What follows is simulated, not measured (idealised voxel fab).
Documented hereafter: the process module known as voxel tone inversion.
Xsec cut, 295 nm wide, square cell size 5 nm.
Reading order for cross-sections: top band down to bottom band. Underlying form: a grid of square cells. Band size: one or more rows of cells. For a band, the entry starts with two heights in nm, that of the top and then that of the bottom, and carries on with the band's materials in order from left to right, each alongside its width in nm; the word "everywhere" beside a single material means it fills the band edge to edge, and "empty" means empty space. Basically, 0 is our baseline, since under it the wafer straight out of the box is all one material. The bottom band has no lower end and keeps on going down, so it looks like "from 0 down". The expression "30..40" gives the width at the extremes of the band, the first number at its top row of cells and the second at its bottom row, with the width changing by equal amounts from each row to the next in between. For the purposes of this document, the phrase "remained unchanged" attached to a step denotes that no cell within the cross-section was modified by that step. If an empty space has no open way to the top and is at least 8 cells in size, "Listed closed voids" lists it, written width x height at distance, where distance is measured from the left edge and every value is in nm. Anything after a step's settings on that line? It's the simulator's own note about the step. A step line may carry the setting "overlay nm", which, for steps involving a mask, states the distance by which the mask lay to the right of its intended position; negative values denote displacement to the left.

-- Planned step list for the process
1: RECEIVE: material Si
2: CONFORMAL_DEP: material SiN, thk nm 10
3: DIRECTIONAL_DEP: material polySi, thk nm 15
4: PATTERN: tone cover, mask id POSTS, material resist, width nm 15, pitch nm 40, thk nm 25, overlay nm 0
5: DIRECTIONAL_ETCH: etch materials polySi, depth nm 15
6: STRIP: etch materials resist
7: FILL_DEP: material lowk, thk nm 5
8: CMP: height nm 25
9: STRIP: etch materials polySi
10: CONFORMAL_DEP: material TiN, thk nm 5
11: FILL_DEP: material Ru, thk nm 5
12: CMP: height nm 25
13: CONFORMAL_DEP: material SiN, thk nm 5

-- Cross-section of the wafer at receipt, which is the condition after step 1
- from 0 down = Si everywhere
- Listed closed voids: none

-- Starting structure and process plan are as shown above, but one mistake was made in running the module; the wafer cross-section at the end of the module follows
- from 30 to 25 = SiN everywhere
- from 25 to 15 = Ru (115) / TiN (5) / lowk (15) / TiN (5) / Ru (15) / TiN (5) / lowk (15) / TiN (5) / Ru (115)
- from 15 to 10 = TiN (120) / lowk (15) / TiN (25) / lowk (15) / TiN (120)
- from 10 to 0 = SiN everywhere
- from 0 down = Si everywhere
- Listed closed voids: none
Run error: step 4 changed vs plan, executed as PATTERN: tone open, mask id POSTS, material resist, width nm 15, pitch nm 40, thk nm 25, overlay nm 0
